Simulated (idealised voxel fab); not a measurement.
The following is a process module called voxel transistor to metal.
It is cross-section cut that appears here, measuring 180 nm in width, its square cells being 5 nm in size.
A cross-section is written here as square cells arranged in a grid, and it is given in bands from the top down, each band taking up one or more rows of cells. This entry defines a band. It first specifies the height of the band's top and the height of its bottom in nm, and then specifies the band's materials from left to right, stating each material with its width in nm. The word "all across" identifies a single material that fills the band from edge to edge, while the word "air" identifies empty space. Beneath 0, the wafer as received is one material, and that level is where height counting begins. The lowest band goes on downward without a bottom; it is written like "z 0 and below". The notation "30->40" denotes a width that varies across the rows of cells in the band, beginning at the first number in the top row, finishing at the second number in the bottom row, and changing by an identical amount from each row to the next. "everything unchanged" (step): cross-section cells unchanged, all of them. Empty spaces counting at least 8 cells and having no open way to the top are listed in "Completely sealed voids". The notation width x height at distance is used for each, the distance being from the left edge and all three values in nm. Step line, after settings: the simulator's comment on this step. overlay nm: right-of-plan distance of the mask on a masked step; negative values mean left-of-plan.

**Here's what the planned process steps look like**
1 RECEIVE,material Si
2 OXIDIZE,depth nm 5
3 CONFORMAL_DEP,material SiN,thk nm 15
4 DIRECTIONAL_DEP,material aC,thk nm 10
5 PATTERN,tone cover,mask id ACTIVE,material resist,width nm 100,thk nm 25,overlay nm 0
6 DIRECTIONAL_ETCH,etch materials aC,depth nm 10
7 STRIP,etch materials resist
8 DIRECTIONAL_ETCH,etch materials SiN,depth nm 15
9 DIRECTIONAL_ETCH,etch materials SiO2,depth nm 5
10 DIRECTIONAL_ETCH,etch materials Si,depth nm 30
11 STRIP,etch materials aC
12 FILL_DEP,material SiO2,thk nm 5
13 CMP,height nm 15
14 SELECTIVE_ETCH,etch materials SiO2,depth nm 15
15 STRIP,etch materials SiN
16 SELECTIVE_ETCH,etch materials SiO2,depth nm 5
17 OXIDIZE,depth nm 5
18 DIRECTIONAL_DEP,material polySi,thk nm 30
19 DIRECTIONAL_DEP,material SiCN,thk nm 15
20 PATTERN,tone cover,mask id GATE,material resist,width nm 20,thk nm 20,overlay nm 0
21 DIRECTIONAL_ETCH,etch materials SiCN,depth nm 25
22 DIRECTIONAL_ETCH,etch materials polySi,depth nm 40
23 STRIP,etch materials resist
24 CONFORMAL_DEP,material SiO2,thk nm 5
25 DIRECTIONAL_ETCH,etch materials SiO2,depth nm 5
26 CONFORMAL_DEP,material SiN,thk nm 10
27 DIRECTIONAL_ETCH,etch materials SiN,depth nm 10
28 DIRECTIONAL_ETCH,etch materials SiO2,depth nm 5
29 EPI,material SiGe,thk nm 5
30 FILL_DEP,material SiO2,thk nm 10
31 CMP,height nm 40
32 DIRECTIONAL_DEP,material SiO2,thk nm 15
33 MASKED_ETCH,tone open,mask id CONTACT,width nm 30,pitch nm 60,etch materials SiO2,depth nm 60,overlay nm 0
34 CONFORMAL_DEP,material TiN,thk nm 5
35 FILL_DEP,material W,thk nm 10
36 CMP,height nm 55
37 CONFORMAL_DEP,material SiCN,thk nm 5
38 DIRECTIONAL_DEP,material lowk,thk nm 20
39 MASKED_ETCH,tone open,mask id METAL_1,width nm 15,pitch nm 75,etch materials lowk,depth nm 20,overlay nm 0
40 MASKED_ETCH,tone open,mask id METAL_1,width nm 15,pitch nm 75,etch materials SiCN,depth nm 5,overlay nm 0
41 CONFORMAL_DEP,material TiN,thk nm 5
42 FILL_DEP,material Cu,thk nm 5
43 CMP,height nm 80
44 EPI,material Ru,thk nm 5
45 FILL_DEP,material SiCN,thk nm 5
46 DIRECTIONAL_DEP,material lowk,thk nm 30
47 MASKED_ETCH,tone open,mask id METAL_2,width nm 15,pitch nm 75,etch materials lowk,depth nm 15,overlay nm 0
48 PATTERN,tone open,mask id METAL_2_HOLES,material resist,width nm 15,pitch nm 75,thk nm 20,overlay nm 0
49 DIRECTIONAL_ETCH,etch materials lowk,depth nm 15
50 DIRECTIONAL_ETCH,etch materials SiCN,depth nm 5
51 STRIP,etch materials resist
52 CONFORMAL_DEP,material TiN,thk nm 5
53 FILL_DEP,material Cu,thk nm 10
54 CMP,height nm 120
55 CONFORMAL_DEP,material SiCN,thk nm 5

**Cross-section of the wafer as it came to us, i.e., already through step 1**
* z 0 and below  Si all across
* Completely sealed voids: none

**Cross-section: first of two wafers, module finished, run according to plan**
* z 125 to 120  SiCN all across
* z 120 to 90  lowk 45 / TiN 5 / Cu 5 / TiN 5 / lowk 60 / TiN 5 / Cu 5 / TiN 5 / lowk 45
* z 90 to 85  SiCN 45 / TiN 15 / SiCN 60 / TiN 15 / SiCN 45
* z 85 to 80  SiCN 40 / Ru 25 / SiCN 50 / Ru 25 / SiCN 40
* z 80 to 60  lowk 45 / TiN 5 / Cu 5 / TiN 5 / lowk 60 / TiN 5 / Cu 5 / TiN 5 / lowk 45
* z 60 to 55  SiCN 45 / TiN 15 / SiCN 60 / TiN 15 / SiCN 45
* z 55 to 45  SiO2 45 / TiN 5 / W 20 / TiN 5 / SiO2 30 / TiN 5 / W 20 / TiN 5 / SiO2 45
* z 45 to 40  SiO2 45 / TiN 5 / W 10 / TiN 15 / SiO2 30 / TiN 15 / W 10 / TiN 5 / SiO2 45
* z 40 to 25  SiO2 45 / TiN 5 / W 10 / TiN 5 / SiN 10 / SiO2 5 / SiCN 20 / SiO2 5 / SiN 10 / TiN 5 / W 10 / TiN 5 / SiO2 45
* z 25 to 0  SiO2 45 / TiN 5 / W 10 / TiN 5 / SiN 10 / SiO2 5 / polySi 20 / SiO2 5 / SiN 10 / TiN 5 / W 10 / TiN 5 / SiO2 45
* z 0 to -5  SiO2 45 / TiN 20 / SiN 10 / SiO2 5 / polySi 20 / SiO2 5 / SiN 10 / TiN 20 / SiO2 45
* z -5 to -10  SiO2 35 / SiGe 30 / SiO2 50 / SiGe 30 / SiO2 35
* z -10 to -35  SiO2 40 / Si 100 / SiO2 40
* z -35 and below  Si all across
* Completely sealed voids: none

**Module end: cross-section of wafer two of two. Same start and process plan as the first wafer. One mistake during execution**
* z 125 to 120  SiCN all across
* z 120 to 90  lowk 45 / TiN 5 / Cu 5 / TiN 5 / lowk 60 / TiN 5 / Cu 5 / TiN 5 / lowk 45
* z 90 to 85  SiCN 45 / TiN 15 / SiCN 60 / TiN 15 / SiCN 45
* z 85 to 80  Ru 50 / SiCN 5 / Ru 70 / SiCN 5 / Ru 50
* z 80 to 65  Cu 40 / TiN 5 / lowk 15 / TiN 5 / Cu 50 / TiN 5 / lowk 15 / TiN 5 / Cu 40
* z 65 to 60  TiN 45 / lowk 15 / TiN 60 / lowk 15 / TiN 45
* z 60 to 55  SiCN all across
* z 55 to 45  SiO2 45 / TiN 5 / W 20 / TiN 5 / SiO2 30 / TiN 5 / W 20 / TiN 5 / SiO2 45
* z 45 to 40  SiO2 45 / TiN 5 / W 10 / TiN 15 / SiO2 30 / TiN 15 / W 10 / TiN 5 / SiO2 45
* z 40 to 25  SiO2 45 / TiN 5 / W 10 / TiN 5 / SiN 10 / SiO2 5 / SiCN 20 / SiO2 5 / SiN 10 / TiN 5 / W 10 / TiN 5 / SiO2 45
* z 25 to 0  SiO2 45 / TiN 5 / W 10 / TiN 5 / SiN 10 / SiO2 5 / polySi 20 / SiO2 5 / SiN 10 / TiN 5 / W 10 / TiN 5 / SiO2 45
* z 0 to -5  SiO2 45 / TiN 20 / SiN 10 / SiO2 5 / polySi 20 / SiO2 5 / SiN 10 / TiN 20 / SiO2 45
* z -5 to -10  SiO2 35 / SiGe 30 / SiO2 50 / SiGe 30 / SiO2 35
* z -10 to -35  SiO2 40 / Si 100 / SiO2 40
* z -35 and below  Si all across
* Completely sealed voids: none
What went wrong in running the wafer? it should be noted that step 39 was executed with settings other than those planned, the operation and settings actually applied being MASKED_ETCH,tone cover,mask id METAL_1,width nm 15,pitch nm 75,etch materials lowk,depth nm 20,overlay nm 0
Final difference in cells, second wafer against first, listed per material as more or fewer: +70 Cu | +24 Ru | -18 SiCN | +20 TiN | -96 lowk
